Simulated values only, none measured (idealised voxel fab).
Process module under the name voxel self aligned vias
For reference, the cross-section in this document is cut, with width 230 nm and square cells of 5 nm.
Square cells in a grid make up a cross-section in this document, and the grid is given as bands, listed from the top down, each one or more rows of cells. Basically the band line says how high the top is and how high the bottom is, in nm, and then what's in it from left to right, every material with its width in nm. Empty space shows up as "air", and if a single material carries "everywhere" it runs the full band edge to edge. All heights in this document are referenced to 0, defined as the level beneath which the wafer, as received, consists entirely of one material. The lowest band is not bounded below; it extends indefinitely downward and is written in the form "0 -> down". A width given as "30 to 40" starts at the first number in the band's top row and ends at the second number in its bottom row, shifting by an equal amount at every step from row to row. Step marked "identical to before"? Then no cell in the cross-section changed in it. The label "Fully sealed cavities" introduces a list of the empty spaces, 8 cells or larger, that have no open way up to the top; each entry in it reads width x height at distance, where the distance is taken from the left edge and all three are stated in nm. If you see something after the settings on a step's line, that's the simulator's own remark about that step. "overlay nm" denotes, for a step that has a mask, the displacement of the mask to the right of its planned place, with negative values corresponding to the left.

Planned process steps
1) RECEIVE: material Si
2) CONFORMAL_DEP: material SiO2, thk nm 15
3) CONFORMAL_DEP: material SiCN, thk nm 5
4) DIRECTIONAL_DEP: material SiO2, thk nm 30
5) MASKED_ETCH: tone open, mask id LINES, width nm 30, pitch nm 65, etch materials SiO2, depth nm 30, overlay nm 0
6) CONFORMAL_DEP: material TiN, thk nm 5
7) FILL_DEP: material Ru, thk nm 5
8) CMP: height nm 50
9) SELECTIVE_ETCH: etch materials W Ru TiN, depth nm 10
10) FILL_DEP: material SiN, thk nm 5
11) CMP: height nm 50
12) DIRECTIONAL_DEP: material SiO2, thk nm 20
13) MASKED_ETCH: tone open, mask id VIAS, width nm 40, pitch nm 130, etch materials SiO2, depth nm 20, overlay nm 0
14) MASKED_ETCH: tone open, mask id VIAS, width nm 40, pitch nm 130, etch materials SiN, depth nm 10, overlay nm 0
15) CONFORMAL_DEP: material TiN, thk nm 5
16) FILL_DEP: material Ru, thk nm 5
17) CMP: height nm 70
18) CONFORMAL_DEP: material SiN, thk nm 5

Cross-section, incoming material, after step 1
> 0 -> down  Si everywhere
> Fully sealed cavities: none

Post-module cross-section: identical start and plan to those above, one misstep in execution
> 75 -> 70  SiN everywhere
> 70 -> 50  SiO2 30 / TiN 5 / SiO2 30 / TiN 5 / SiO2 90 / TiN 5 / SiO2 30 / TiN 5 / SiO2 30
> 50 -> 40  SiO2 35 / SiN 30 / SiO2 35 / SiN 30 / SiO2 35 / SiN 30 / SiO2 35
> 40 -> 25  SiO2 35 / TiN 5 / Ru 20 / TiN 5 / SiO2 35 / TiN 5 / Ru 20 / TiN 5 / SiO2 35 / TiN 5 / Ru 20 / TiN 5 / SiO2 35
> 25 -> 20  SiO2 35 / TiN 30 / SiO2 35 / TiN 30 / SiO2 35 / TiN 30 / SiO2 35
> 20 -> 15  SiCN everywhere
> 15 -> 0  SiO2 everywhere
> 0 -> down  Si everywhere
> Fully sealed cavities: none
Run error: step 12 ran in the slot meant for step 13, and vice versa
